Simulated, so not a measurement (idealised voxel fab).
process module | voxel transistor to metal
The cross-section shown here is cut; it is 295 nm wide and divided into square cells measuring 5 nm on a side.
Notation: cross-section as square-cell grid; stated in bands, top first, going down; one or more cell rows per band.
A band entry consists of two parts. The first gives the height of the band's top and the height of its bottom, in nm. The rest lists the band's materials from left to right, each with its width in nm. A single material labelled with the word "all across" fills the band from edge to edge, and the word "empty" marks empty space.
Heights are expressed relative to 0, this being the level below which the as-received wafer comprises one material exclusively. The lowest band is unbounded in the downward direction and is denoted as in "0 down".
A two-number width, for instance "30->40", indicates that the width is equal to the first number in the top row of the band and to the second number in the bottom row, and that it changes by a constant amount per row of cells.
You'll sometimes find "same as before" written for a step, and that's the way of saying that nowhere in the cross-section did a cell change during that step.
Basically, "Cavities, closed" tells you about the enclosed voids: empty spaces with no open way to the top, 8 cells or bigger, each written width x height at distance, where distance is from the left edge, all in nm.
Anything after a step's settings on that line? It's the simulator's own note about the step.
"overlay nm", when on a step's line for a step with a mask, measures how far to the right of its planned place the mask lay; a negative measure means to the left.
THE FOLLOWING LIST GIVES THE PLANNED PROCESS STEPS
| 1 | op RECEIVE | material Si |
| 2 | op CONFORMAL_DEP | material SiO2 | thk nm 5 |
| 3 | op CONFORMAL_DEP | material SiN | thk nm 10 |
| 4 | op PATTERN | tone cover | mask id ACTIVE | material resist | width nm 110 | pitch nm 140 | thk nm 20 | overlay nm 0 |
| 5 | op DIRECTIONAL_ETCH | etch materials SiN | depth nm 10 |
| 6 | op DIRECTIONAL_ETCH | etch materials SiO2 | depth nm 5 |
| 7 | op DIRECTIONAL_ETCH | etch materials Si | depth nm 35 |
| 8 | op STRIP | etch materials resist |
| 9 | op FILL_DEP | material SiO2 | thk nm 10 |
| 10 | op CMP | height nm 15 |
| 11 | op SELECTIVE_ETCH | etch materials SiO2 | depth nm 5 |
| 12 | op STRIP | etch materials SiN |
| 13 | op SELECTIVE_ETCH | etch materials SiO2 | depth nm 5 |
| 14 | op OXIDIZE | depth nm 5 |
| 15 | op DIRECTIONAL_DEP | material polySi | thk nm 25 |
| 16 | op DIRECTIONAL_DEP | material SiCN | thk nm 15 |
| 17 | op PATTERN | tone cover | mask id GATE | material resist | width nm 30 | pitch nm 140 | thk nm 20 | overlay nm 0 |
| 18 | op DIRECTIONAL_ETCH | etch materials SiCN | depth nm 25 |
| 19 | op DIRECTIONAL_ETCH | etch materials polySi | depth nm 35 |
| 20 | op STRIP | etch materials resist |
| 21 | op CONFORMAL_DEP | material SiO2 | thk nm 5 |
| 22 | op DIRECTIONAL_ETCH | etch materials SiO2 | depth nm 5 |
| 23 | op CONFORMAL_DEP | material SiN | thk nm 10 |
| 24 | op DIRECTIONAL_ETCH | etch materials SiN | depth nm 10 |
| 25 | op DIRECTIONAL_ETCH | etch materials SiO2 | depth nm 5 |
| 26 | op DIRECTIONAL_ETCH | etch materials Si | depth nm 10 |
| 27 | op EPI | material nSi | thk nm 10 |
| 28 | op FILL_DEP | material SiO2 | thk nm 10 |
| 29 | op CMP | height nm 25 |
| 30 | op STRIP | etch materials polySi |
| 31 | op SELECTIVE_ETCH | etch materials SiO2 | depth nm 5 |
| 32 | op CONFORMAL_DEP | material HfO2 | thk nm 5 |
| 33 | op CONFORMAL_DEP | material TiN | thk nm 5 |
| 34 | op FILL_DEP | material W | thk nm 10 |
| 35 | op CMP | height nm 20 |
| 36 | op DIRECTIONAL_DEP | material SiO2 | thk nm 15 |
| 37 | op PATTERN | tone open | mask id CONTACT | material resist | width nm 15 | thk nm 15 | overlay nm 0 |
| 38 | op DIRECTIONAL_ETCH | etch materials SiO2 | depth nm 30 |
| 39 | op STRIP | etch materials resist |
| 40 | op CONFORMAL_DEP | material TiN | thk nm 5 |
| 41 | op FILL_DEP | material W | thk nm 5 |
| 42 | op CMP | height nm 35 |
| 43 | op DIRECTIONAL_DEP | material TiN | thk nm 5 |
| 44 | op DIRECTIONAL_DEP | material W | thk nm 20 |
| 45 | op DIRECTIONAL_DEP | material aC | thk nm 10 |
| 46 | op PATTERN | tone cover | mask id METAL_1 | material resist | width nm 15 | thk nm 25 | overlay nm 0 |
| 47 | op DIRECTIONAL_ETCH | etch materials aC | depth nm 10 |
| 48 | op STRIP | etch materials resist |
| 49 | op DIRECTIONAL_ETCH | etch materials W | depth nm 20 |
| 50 | op DIRECTIONAL_ETCH | etch materials TiN | depth nm 5 |
| 51 | op STRIP | etch materials aC |
| 52 | op FILL_DEP | material lowk | thk nm 10 |
| 53 | op CMP | height nm 60 |
| 54 | op CONFORMAL_DEP | material SiCN | thk nm 5 |
| 55 | op DIRECTIONAL_DEP | material lowk | thk nm 35 |
| 56 | op MASKED_ETCH | tone open | mask id METAL_2 | width nm 15 | pitch nm 140 | etch materials lowk | depth nm 20 | overlay nm 0 |
| 57 | op PATTERN | tone open | mask id METAL_2_HOLES | material resist | width nm 15 | pitch nm 140 | thk nm 20 | overlay nm 0 |
| 58 | op DIRECTIONAL_ETCH | etch materials lowk | depth nm 15 |
| 59 | op DIRECTIONAL_ETCH | etch materials SiCN | depth nm 5 |
| 60 | op STRIP | etch materials resist |
| 61 | op CONFORMAL_DEP | material TiN | thk nm 5 |
| 62 | op FILL_DEP | material Ru | thk nm 5 |
| 63 | op CMP | height nm 100 |
| 64 | op CONFORMAL_DEP | material SiCN | thk nm 5 |
SHOWN IN CROSS-SECTION IS THE WAFER AS RECEIVED, THAT IS, AS IT STANDS AFTER STEP 1
* 0 down = Si all across
* Cavities, closed: none
HERE'S THE CROSS-SECTION OF THE FIRST OF OUR TWO WAFERS AT THE END OF THE MODULE - IT RAN AS PLANNED
* 105 to 100 = SiCN all across
* 100 to 65 = lowk 25 nm  TiN 5 nm  Ru 5 nm  TiN 5 nm  lowk 125 nm  TiN 5 nm  Ru 5 nm  TiN 5 nm  lowk 115 nm
* 65 to 60 = SiCN 25 nm  TiN 15 nm  SiCN 125 nm  TiN 15 nm  SiCN 115 nm
* 60 to 40 = lowk 25 nm  W 15 nm  lowk 70 nm  W 15 nm  lowk 40 nm  W 15 nm  lowk 70 nm  W 15 nm  lowk 30 nm
* 40 to 35 = lowk 25 nm  TiN 15 nm  lowk 70 nm  TiN 15 nm  lowk 40 nm  TiN 15 nm  lowk 70 nm  TiN 15 nm  lowk 30 nm
* 35 to 20 = SiO2 25 nm  TiN 5 nm  W 5 nm  TiN 5 nm  SiO2 70 nm  TiN 5 nm  W 5 nm  TiN 5 nm  SiO2 40 nm  TiN 5 nm  W 5 nm  TiN 5 nm  SiO2 70 nm  TiN 5 nm  W 5 nm  TiN 5 nm  SiO2 30 nm
* 20 to 10 = SiO2 25 nm  TiN 5 nm  W 5 nm  TiN 5 nm  SiO2 5 nm  SiN 10 nm  HfO2 5 nm  TiN 5 nm  W 20 nm  TiN 5 nm  HfO2 5 nm  SiN 10 nm  SiO2 5 nm  TiN 5 nm  W 5 nm  TiN 5 nm  SiO2 40 nm  TiN 5 nm  W 5 nm  TiN 5 nm  SiO2 5 nm  SiN 10 nm  HfO2 5 nm  TiN 5 nm  W 20 nm  TiN 5 nm  HfO2 5 nm  SiN 10 nm  SiO2 5 nm  TiN 5 nm  W 5 nm  TiN 5 nm  SiO2 30 nm
* 10 to 5 = SiO2 25 nm  TiN 15 nm  SiO2 5 nm  SiN 10 nm  HfO2 5 nm  TiN 5 nm  W 20 nm  TiN 5 nm  HfO2 5 nm  SiN 10 nm  SiO2 5 nm  TiN 15 nm  SiO2 40 nm  TiN 15 nm  SiO2 5 nm  SiN 10 nm  HfO2 5 nm  TiN 5 nm  W 20 nm  TiN 5 nm  HfO2 5 nm  SiN 10 nm  SiO2 5 nm  TiN 15 nm  SiO2 30 nm
* 5 to 0 = SiO2 20 nm  SiN 10 nm  nSi 15 nm  SiN 10 nm  HfO2 5 nm  TiN 30 nm  HfO2 5 nm  SiN 10 nm  nSi 15 nm  SiN 10 nm  SiO2 30 nm  SiN 10 nm  nSi 15 nm  SiN 10 nm  HfO2 5 nm  TiN 30 nm  HfO2 5 nm  SiN 10 nm  nSi 15 nm  SiN 10 nm  SiO2 25 nm
* 0 to -5 = SiO2 30 nm  nSi 15 nm  SiO2 10 nm  HfO2 40 nm  SiO2 10 nm  nSi 15 nm  SiO2 50 nm  nSi 15 nm  SiO2 10 nm  HfO2 40 nm  SiO2 10 nm  nSi 15 nm  SiO2 35 nm
* -5 to -15 = SiO2 20 nm  Si 10 nm  nSi 15 nm  Si 60 nm  nSi 15 nm  Si 10 nm  SiO2 30 nm  Si 10 nm  nSi 15 nm  Si 60 nm  nSi 15 nm  Si 10 nm  SiO2 25 nm
* -15 to -35 = SiO2 20 nm  Si 110 nm  SiO2 30 nm  Si 110 nm  SiO2 25 nm
* -35 down = Si all across
* Cavities, closed: none
HERE IS THE SECOND OF THE TWO WAFERS CUT OPEN AT THE END OF THE MODULE - SAME START, SAME PLAN AS THE FIRST ONE, BUT WE MADE ONE MISTAKE RUNNING IT
* 105 to 100 = SiCN all across
* 100 to 65 = lowk 25 nm  TiN 5 nm  Ru 5 nm  TiN 5 nm  lowk 125 nm  TiN 5 nm  Ru 5 nm  TiN 5 nm  lowk 115 nm
* 65 to 60 = SiCN 25 nm  TiN 15 nm  SiCN 125 nm  TiN 15 nm  SiCN 115 nm
* 60 to 40 = lowk 25 nm  W 15 nm  lowk 70 nm  W 15 nm  lowk 40 nm  W 15 nm  lowk 70 nm  W 15 nm  lowk 30 nm
* 40 to 35 = lowk 25 nm  TiN 15 nm  lowk 70 nm  TiN 15 nm  lowk 40 nm  TiN 15 nm  lowk 70 nm  TiN 15 nm  lowk 30 nm
* 35 to 20 = SiO2 25 nm  TiN 5 nm  W 5 nm  TiN 5 nm  SiO2 70 nm  TiN 5 nm  W 5 nm  TiN 5 nm  SiO2 40 nm  TiN 5 nm  W 5 nm  TiN 5 nm  SiO2 70 nm  TiN 5 nm  W 5 nm  TiN 5 nm  SiO2 30 nm
* 20 to 10 = SiO2 25 nm  TiN 5 nm  W 5 nm  TiN 5 nm  SiO2 5 nm  SiN 10 nm  HfO2 5 nm  TiN 5 nm  W 20 nm  TiN 5 nm  HfO2 5 nm  SiN 10 nm  SiO2 5 nm  TiN 5 nm  W 5 nm  TiN 5 nm  SiO2 40 nm  TiN 5 nm  W 5 nm  TiN 5 nm  SiO2 5 nm  SiN 10 nm  HfO2 5 nm  TiN 5 nm  W 20 nm  TiN 5 nm  HfO2 5 nm  SiN 10 nm  SiO2 5 nm  TiN 5 nm  W 5 nm  TiN 5 nm  SiO2 30 nm
* 10 to 5 = SiO2 25 nm  TiN 15 nm  SiO2 5 nm  SiN 10 nm  HfO2 5 nm  TiN 5 nm  W 20 nm  TiN 5 nm  HfO2 5 nm  SiN 10 nm  SiO2 5 nm  TiN 15 nm  SiO2 40 nm  TiN 15 nm  SiO2 5 nm  SiN 10 nm  HfO2 5 nm  TiN 5 nm  W 20 nm  TiN 5 nm  HfO2 5 nm  SiN 10 nm  SiO2 5 nm  TiN 15 nm  SiO2 30 nm
* 5 to 0 = SiO2 20 nm  SiN 10 nm  nSi 15 nm  SiN 10 nm  HfO2 5 nm  TiN 30 nm  HfO2 5 nm  SiN 10 nm  nSi 15 nm  SiN 10 nm  SiO2 30 nm  SiN 10 nm  nSi 15 nm  SiN 10 nm  HfO2 5 nm  TiN 30 nm  HfO2 5 nm  SiN 10 nm  nSi 15 nm  SiN 10 nm  SiO2 25 nm
* 0 to -5 = SiO2 30 nm  nSi 15 nm  SiO2 10 nm  HfO2 40 nm  SiO2 10 nm  nSi 15 nm  SiO2 50 nm  nSi 15 nm  SiO2 10 nm  HfO2 40 nm  SiO2 10 nm  nSi 15 nm  SiO2 35 nm
* -5 to -15 = SiO2 20 nm  Si 10 nm  nSi 15 nm  Si 60 nm  nSi 15 nm  Si 10 nm  SiO2 30 nm  Si 10 nm  nSi 15 nm  Si 60 nm  nSi 15 nm  Si 10 nm  SiO2 25 nm
* -15 to -70 = SiO2 20 nm  Si 110 nm  SiO2 30 nm  Si 110 nm  SiO2 25 nm
* -70 down = Si all across
* Cavities, closed: none
Misprocessing identified: step 7 of the plan was performed twice
Wafer comparison, final, in cells, second relative to first, materials more or fewer: 105 fewer of Si, 105 more of SiO2
